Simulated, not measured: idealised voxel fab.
voxel transistor to metal: a process module
Square cells of 5 nm make up the cross-section cut, whose width is 260 nm.
Cross-section, as written here: a square-cell grid given band by band from the top down, where a band holds one or more rows of cells.
Per band: top height and bottom height in nm, followed by the left-to-right materials and their widths in nm; "everywhere" marks a single material spanning edge to edge, "blank" marks empty space.
Below 0: as-received wafer, all one material; heights counted from there. Lowest band: no bottom, goes on down, written "0 and below".
The expression "30->40" gives the width at the extremes of the band, the first number at its top row of cells and the second at its bottom row, with the width changing by equal amounts from each row to the next in between.
Take "no alteration" at face value: in the step it is given for, the cross-section changed in none of its cells.
Closed-off voids of 8+ cells (no open route to the top) go in "Closed-off voids", written width x height at distance from the left edge, in nm.
Where a step's line continues beyond its settings, the continuation is a remark by the simulator itself on that step.
Each step line may optionally specify "overlay nm", which for a step with a mask gives the rightward distance between the mask's planned place and where it lay, a negative value indicating the leftward direction.
## This section lists the process steps that were planned
| 1 | RECEIVE: material Si |
| 2 | OXIDIZE: depth nm 5 |
| 3 | CONFORMAL_DEP: material SiN, thk nm 10 |
| 4 | PATTERN: tone cover, mask id ACTIVE, material resist, width nm 105, pitch nm 125, thk nm 15, overlay nm 0 |
| 5 | DIRECTIONAL_ETCH: etch materials SiN, depth nm 10 |
| 6 | DIRECTIONAL_ETCH: etch materials SiO2, depth nm 5 |
| 7 | DIRECTIONAL_ETCH: etch materials Si, depth nm 30 |
| 8 | STRIP: etch materials resist |
| 9 | OXIDIZE: depth nm 5 |
| 10 | FILL_DEP: material SiO2, thk nm 15 |
| 11 | CMP: height nm 10 |
| 12 | SELECTIVE_ETCH: etch materials SiO2, depth nm 5 |
| 13 | STRIP: etch materials SiN |
| 14 | SELECTIVE_ETCH: etch materials SiO2, depth nm 5 |
| 15 | OXIDIZE: depth nm 5 |
| 16 | DIRECTIONAL_DEP: material polySi, thk nm 30 |
| 17 | DIRECTIONAL_DEP: material SiCN, thk nm 10 |
| 18 | MASKED_ETCH: tone cover, mask id GATE, width nm 15, pitch nm 125, etch materials SiCN, depth nm 20, overlay nm 0 |
| 19 | MASKED_ETCH: tone cover, mask id GATE, width nm 15, pitch nm 125, etch materials polySi, depth nm 40, overlay nm 0 |
| 20 | CONFORMAL_DEP: material SiO2, thk nm 5 |
| 21 | DIRECTIONAL_ETCH: etch materials SiO2, depth nm 5 |
| 22 | CONFORMAL_DEP: material SiN, thk nm 10 |
| 23 | DIRECTIONAL_ETCH: etch materials SiN, depth nm 10 |
| 24 | DIRECTIONAL_ETCH: etch materials SiO2, depth nm 5 |
| 25 | EPI: material SiGe, thk nm 5 |
| 26 | FILL_DEP: material SiO2, thk nm 10 |
| 27 | CMP: height nm 35 |
| 28 | DIRECTIONAL_DEP: material SiO2, thk nm 15 |
| 29 | PATTERN: tone open, mask id CONTACT, material resist, width nm 20, thk nm 15, overlay nm 0 |
| 30 | DIRECTIONAL_ETCH: etch materials SiO2, depth nm 55 |
| 31 | STRIP: etch materials resist |
| 32 | CONFORMAL_DEP: material TiN, thk nm 5 |
| 33 | FILL_DEP: material Ru, thk nm 5 |
| 34 | CMP: height nm 50 |
| 35 | CONFORMAL_DEP: material SiCN, thk nm 5 |
| 36 | DIRECTIONAL_DEP: material lowk, thk nm 15 |
| 37 | MASKED_ETCH: tone open, mask id METAL_1, width nm 20, etch materials lowk, depth nm 15, overlay nm 0 |
| 38 | MASKED_ETCH: tone open, mask id METAL_1, width nm 20, etch materials SiCN, depth nm 5, overlay nm 0 |
| 39 | CONFORMAL_DEP: material TiN, thk nm 5 |
| 40 | FILL_DEP: material W, thk nm 10 |
| 41 | CMP: height nm 70 |
| 42 | CONFORMAL_DEP: material SiCN, thk nm 5 |
| 43 | DIRECTIONAL_DEP: material SiO2, thk nm 35 |
| 44 | DIRECTIONAL_DEP: material aC, thk nm 10 |
| 45 | PATTERN: tone open, mask id METAL_2_HOLES, material resist, width nm 15, pitch nm 125, thk nm 30, overlay nm 0 |
| 46 | DIRECTIONAL_ETCH: etch materials aC, depth nm 10 |
| 47 | STRIP: etch materials resist |
| 48 | DIRECTIONAL_ETCH: etch materials SiO2, depth nm 35 |
| 49 | STRIP: etch materials aC |
| 50 | PATTERN: tone open, mask id METAL_2, material resist, width nm 20, pitch nm 125, thk nm 20, overlay nm 0 |
| 51 | DIRECTIONAL_ETCH: etch materials SiO2, depth nm 20 |
| 52 | DIRECTIONAL_ETCH: etch materials SiCN, depth nm 5 |
| 53 | STRIP: etch materials resist |
| 54 | CONFORMAL_DEP: material TiN, thk nm 5 |
| 55 | FILL_DEP: material Cu, thk nm 5 |
| 56 | CMP: height nm 110 |
| 57 | CONFORMAL_DEP: material SiN, thk nm 5 |
## Cross-section: wafer on arrival = after step 1
  0 and below  Si everywhere
  Closed-off voids: none
## Cross-section, end of module. Start: as above. Plan: as above. Execution: one mistake
  115 down to 110  SiN everywhere
  110 down to 95  25 of SiO2, 5 of TiN, 5 of Cu, 5 of TiN, 110 of SiO2, 5 of TiN, 5 of Cu, 5 of TiN, 95 of SiO2
  95 down to 90  25 of SiO2, 15 of TiN, 110 of SiO2, 15 of TiN, 95 of SiO2
  90 down to 75  SiO2 everywhere
  75 down to 70  SiCN everywhere
  70 down to 55  25 of lowk, 5 of TiN, 10 of W, 5 of TiN, 45 of lowk, 5 of TiN, 10 of W, 5 of TiN, 40 of lowk, 5 of TiN, 10 of W, 5 of TiN, 45 of lowk, 5 of TiN, 10 of W, 5 of TiN, 25 of lowk
  55 down to 50  25 of SiCN, 20 of TiN, 45 of SiCN, 20 of TiN, 40 of SiCN, 20 of TiN, 45 of SiCN, 20 of TiN, 25 of SiCN
  50 down to 35  25 of SiO2, 5 of TiN, 10 of Ru, 5 of TiN, 45 of SiO2, 5 of TiN, 10 of Ru, 5 of TiN, 40 of SiO2, 5 of TiN, 10 of Ru, 5 of TiN, 45 of SiO2, 5 of TiN, 10 of Ru, 5 of TiN, 25 of SiO2
  35 down to 25  25 of SiO2, 5 of TiN, 10 of Ru, 5 of TiN, 10 of SiN, 5 of SiO2, 15 of SiCN, 5 of SiO2, 10 of SiN, 5 of TiN, 10 of Ru, 5 of TiN, 40 of SiO2, 5 of TiN, 10 of Ru, 5 of TiN, 10 of SiN, 5 of SiO2, 15 of SiCN, 5 of SiO2, 10 of SiN, 5 of TiN, 10 of Ru, 5 of TiN, 25 of SiO2
  25 down to 0  25 of SiO2, 5 of TiN, 10 of Ru, 5 of TiN, 10 of SiN, 5 of SiO2, 15 of polySi, 5 of SiO2, 10 of SiN, 5 of TiN, 10 of Ru, 5 of TiN, 40 of SiO2, 5 of TiN, 10 of Ru, 5 of TiN, 10 of SiN, 5 of SiO2, 15 of polySi, 5 of SiO2, 10 of SiN, 5 of TiN, 10 of Ru, 5 of TiN, 25 of SiO2
  0 down to -5  15 of SiO2, 10 of SiN, 20 of TiN, 10 of SiN, 5 of SiO2, 15 of polySi, 5 of SiO2, 10 of SiN, 20 of TiN, 10 of SiN, 20 of SiO2, 10 of SiN, 20 of TiN, 10 of SiN, 5 of SiO2, 15 of polySi, 5 of SiO2, 10 of SiN, 20 of TiN, 10 of SiN, 15 of SiO2
  -5 down to -10  25 of SiO2, 20 of SiGe, 45 of SiO2, 20 of SiGe, 40 of SiO2, 20 of SiGe, 45 of SiO2, 20 of SiGe, 25 of SiO2
  -10 down to -40  20 of SiO2, 95 of Si, 30 of SiO2, 95 of Si, 20 of SiO2
  -40 and below  Si everywhere
  Closed-off voids: none
So what did we get wrong on this run? step 43 of the plan was twice carried out
